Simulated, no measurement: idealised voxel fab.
The name of this process module is voxel released beams.
Pictured: cross-section cut, 255 nm wide, on a grid of 5 nm square cells.
Just so we're on the same page, the cross-sections are grids of square cells, and they're listed out in bands top to bottom, each band one or more rows deep.
In this notation a band is specified by the heights of its top and bottom, in that order and in nm, after which its materials appear from left to right, each paired with its width in nm. The word "full width" attached to a single material means that material fills the band from edge to edge; the word "blank" stands for empty space.
We count height from 0. Below that, the starting wafer is all one material. The lowest band never ends at the bottom but goes on down; see "z 0 and below" for how that is written.
Width "30..40": first value at the band's top row of cells, second value at its bottom row, equal change from row to row.
For the purposes of this document, the phrase "left unchanged" attached to a step denotes that no cell within the cross-section was modified by that step.
Empty spaces counting at least 8 cells and having no open way to the top are listed in "Enclosed void entries". The notation width x height at distance is used for each, the distance being from the left edge and all three values in nm.
Where a step's line continues beyond its settings, the continuation is a remark by the simulator itself on that step.
overlay nm: right-of-plan distance of the mask on a masked step; negative values mean left-of-plan.
HERE'S WHAT THE PLANNED PROCESS STEPS LOOK LIKE
1) RECEIVE,material Si
2) CONFORMAL_DEP,material SiN,thk nm 10
3) DIRECTIONAL_DEP,material SiO2,thk nm 10
4) MASKED_ETCH,tone open,mask id ANCHOR,width nm 45,etch materials SiO2,depth nm 10,overlay nm 0
5) CONFORMAL_DEP,material TiN,thk nm 15
6) MASKED_ETCH,tone cover,mask id BEAM,width nm 120,etch materials TiN,depth nm 15,overlay nm 0
7) STRIP,etch materials SiO2
CROSS-SECTIONAL VIEW OF THE WAFER IN ITS AS-RECEIVED CONDITION, CORRESPONDING TO THE STATE AFTER STEP 1
    z 0 and below = Si full width
    Enclosed void entries: none
FIRST OF TWO WAFERS AT THE END OF THE MODULE, SHOWN IN CROSS-SECTION; RUN CARRIED OUT AS PLANNED
    z 35 to 25 = 65 of blank | 20 of TiN | 15 of blank | 85 of TiN | 70 of blank
    z 25 to 20 = 65 of blank | 120 of TiN | 70 of blank
    z 20 to 10 = 70 of blank | 45 of TiN | 140 of blank
    z 10 to 0 = SiN full width
    z 0 and below = Si full width
    Enclosed void entries: none
THE SECOND WAFER, SHOWN IN CROSS-SECTION AFTER THE MODULE: STARTED THE SAME WAY AS THE FIRST AND GIVEN THE SAME PLAN, YET ONE MISTAKE CREPT INTO HOW IT WAS RUN
    z 35 to 25 = 65 of blank | 65 of TiN | 125 of blank
    z 25 to 20 = 65 of blank | 120 of TiN | 70 of blank
    z 20 to 10 = 55 of blank | 15 of TiN | 45 of SiO2 | 70 of TiN | 70 of blank
    z 10 to 0 = SiN full width
    z 0 and below = Si full width
    Enclosed void entries: none
Against the plan, the run slipped here: for step 4, the planned setting was not used; the step was instead run as MASKED_ETCH,tone cover,mask id ANCHOR,width nm 45,etch materials SiO2,depth nm 10,overlay nm 0
Cell-count delta at end, second wafer over first, by material: SiO2 +18
